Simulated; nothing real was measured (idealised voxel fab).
You're looking at the process module voxel wiring stack.
The cross-section on display is named cut; it measures 290 nm wide, and its cells are 5 nm squares.
In this document a cross-section is written as a grid of square cells. It is given as a series of bands, listed from the top down, and a band is one or more rows of cells. Each band's line starts with the height of the band's top and of its bottom, in nm. Then come its materials from left to right, each with its width in nm. One material with "throughout" fills the band from edge to edge. "air" is empty space. Basically, 0 is our baseline, since under it the wafer straight out of the box is all one material. The bottom band has no lower end and keeps on going down, so it looks like "from 0 down". Width spec "30..40" -> top row of cells at first value, bottom row at second value, equal per-row change in between. It should be understood that the words "everything unchanged", when stated for a given step, signify that the cross-section underwent no change in any of its cells during that step. Entry "Listed closed voids" = empty spaces >= 8 cells with no open way to the top; each as width x height at distance, distance from left edge, all nm. It should be noted that, on the line of a given step, the content following the step's settings is a remark produced by the simulator itself with respect to that step. overlay nm: how far to the right of its planned place the mask lay on this masked step (negative: to the left).
[Listed below are the process steps as planned]
- 1: op RECEIVE | material Si
- 2: op CONFORMAL_DEP | material SiO2 | thk nm 15
- 3: op DIRECTIONAL_DEP | material TiN | thk nm 5
- 4: op DIRECTIONAL_DEP | material Ru | thk nm 25
- 5: op DIRECTIONAL_DEP | material aC | thk nm 10
- 6: op PATTERN | tone cover | mask id METAL_1 | material resist | width nm 25 | pitch nm 40 | thk nm 30 | overlay nm 0
- 7: op DIRECTIONAL_ETCH | etch materials aC | depth nm 10
- 8: op STRIP | etch materials resist
- 9: op DIRECTIONAL_ETCH | etch materials Ru | depth nm 25
- 10: op DIRECTIONAL_ETCH | etch materials TiN | depth nm 5
- 11: op STRIP | etch materials aC
- 12: op FILL_DEP | material lowk | thk nm 10
- 13: op CMP | height nm 45
- 14: op CONFORMAL_DEP | material SiCN | thk nm 5
- 15: op DIRECTIONAL_DEP | material SiO2 | thk nm 20
- 16: op PATTERN | tone open | mask id PLUG_1 | material resist | width nm 15 | pitch nm 40 | thk nm 20 | overlay nm 0
- 17: op DIRECTIONAL_ETCH | etch materials SiO2 | depth nm 20
- 18: op DIRECTIONAL_ETCH | etch materials SiCN | depth nm 5
- 19: op STRIP | etch materials resist
- 20: op EPI | material Ru | thk nm 10
- 21: op EPI | material Ru | thk nm 10
- 22: op EPI | material Ru | thk nm 5
- 23: op DIRECTIONAL_DEP | material TiN | thk nm 5
- 24: op DIRECTIONAL_DEP | material Ru | thk nm 20
- 25: op DIRECTIONAL_DEP | material aC | thk nm 15
- 26: op PATTERN | tone cover | mask id METAL_2 | material resist | width nm 25 | pitch nm 40 | thk nm 30 | overlay nm 0
- 27: op DIRECTIONAL_ETCH | etch materials aC | depth nm 15
- 28: op STRIP | etch materials resist
- 29: op DIRECTIONAL_ETCH | etch materials Ru | depth nm 20
- 30: op DIRECTIONAL_ETCH | etch materials TiN | depth nm 5
- 31: op STRIP | etch materials aC
- 32: op FILL_DEP | material lowk | thk nm 10
- 33: op CMP | height nm 95
- 34: op CONFORMAL_DEP | material SiCN | thk nm 5
- 35: op DIRECTIONAL_DEP | material SiO2 | thk nm 30
- 36: op DIRECTIONAL_DEP | material aC | thk nm 10
- 37: op PATTERN | tone open | mask id METAL_3 | material resist | width nm 25 | pitch nm 40 | thk nm 25 | overlay nm 0
- 38: op DIRECTIONAL_ETCH | etch materials aC | depth nm 10
- 39: op STRIP | etch materials resist
- 40: op DIRECTIONAL_ETCH | etch materials SiO2 | depth nm 15
- 41: op STRIP | etch materials aC
- 42: op PATTERN | tone open | mask id METAL_3_HOLES | material resist | width nm 15 | thk nm 15 | overlay nm 0
- 43: op DIRECTIONAL_ETCH | etch materials SiO2 | depth nm 15
- 44: op DIRECTIONAL_ETCH | etch materials SiCN | depth nm 5
- 45: op STRIP | etch materials resist
- 46: op CONFORMAL_DEP | material TiN | thk nm 5
- 47: op FILL_DEP | material Cu | thk nm 5
- 48: op CMP | height nm 130
- 49: op CONFORMAL_DEP | material SiCN | thk nm 5
- 50: op DIRECTIONAL_DEP | material SiO2 | thk nm 25
- 51: op MASKED_ETCH | tone open | mask id METAL_4_HOLES | width nm 15 | pitch nm 40 | etch materials SiO2 | depth nm 25 | overlay nm 0
- 52: op PATTERN | tone open | mask id METAL_4 | material resist | width nm 25 | pitch nm 40 | thk nm 20 | overlay nm 0
- 53: op DIRECTIONAL_ETCH | etch materials SiO2 | depth nm 15
- 54: op DIRECTIONAL_ETCH | etch materials SiCN | depth nm 5
- 55: op STRIP | etch materials resist
- 56: op CONFORMAL_DEP | material TiN | thk nm 5
- 57: op FILL_DEP | material Cu | thk nm 5
- 58: op CMP | height nm 160
- 59: op CONFORMAL_DEP | material SiCN | thk nm 5
[Shown in cross-section is the wafer as received, that is, as it stands after step 1]
  from 0 down = Si throughout
  Listed closed voids: none
[Cross-section, end of module. Start: as above. Plan: as above. Execution: one mistake]
  from 165 to 160 = SiCN throughout
  from 160 to 150 = 110 SiO2 | 5 TiN | 15 Cu | 5 TiN | 15 SiO2 | 5 TiN | 15 Cu | 5 TiN | 115 SiO2
  from 150 to 145 = 110 SiO2 | 5 TiN | 5 Cu | 15 TiN | 15 SiO2 | 5 TiN | 5 Cu | 15 TiN | 115 SiO2
  from 145 to 135 = 110 SiO2 | 5 TiN | 5 Cu | 5 TiN | 25 SiO2 | 5 TiN | 5 Cu | 5 TiN | 125 SiO2
  from 135 to 130 = 110 SiCN | 15 TiN | 25 SiCN | 15 TiN | 125 SiCN
  from 130 to 120 = 110 SiO2 | 5 TiN | 15 Cu | 5 TiN | 15 SiO2 | 5 TiN | 15 Cu | 5 TiN | 115 SiO2
  from 120 to 115 = 110 SiO2 | 5 TiN | 5 Cu | 15 TiN | 15 SiO2 | 25 TiN | 115 SiO2
  from 115 to 100 = 110 SiO2 | 5 TiN | 5 Cu | 5 TiN | 165 SiO2
  from 100 to 95 = 110 SiCN | 15 TiN | 165 SiCN
  from 95 to 85 = 125 lowk | 10 Ru | 30 lowk | 10 Ru | 115 lowk
  from 85 to 75 = 110 lowk | 25 Ru | 15 lowk | 25 Ru | 115 lowk
  from 75 to 70 = 110 lowk | 15 Ru | 10 TiN | 15 lowk | 15 Ru | 10 TiN | 115 lowk
  from 70 to 65 = 110 SiO2 | 15 Ru | 25 SiO2 | 15 Ru | 125 SiO2
  from 65 to 60 = 110 SiO2 | 15 TiN | 25 SiO2 | 15 TiN | 125 SiO2
  from 60 to 50 = 110 SiO2 | 15 Ru | 25 SiO2 | 15 Ru | 125 SiO2
  from 50 to 45 = 110 SiCN | 15 Ru | 25 SiCN | 15 Ru | 125 SiCN
  from 45 to 20 = 110 lowk | 25 Ru | 15 lowk | 25 Ru | 115 lowk
  from 20 to 15 = 110 lowk | 25 TiN | 15 lowk | 25 TiN | 115 lowk
  from 15 to 0 = SiO2 throughout
  from 0 down = Si throughout
  Listed closed voids: none
What was done differently from what was planned? the process omitted one of its identical steps 20 and 21, and which one is impossible to determine
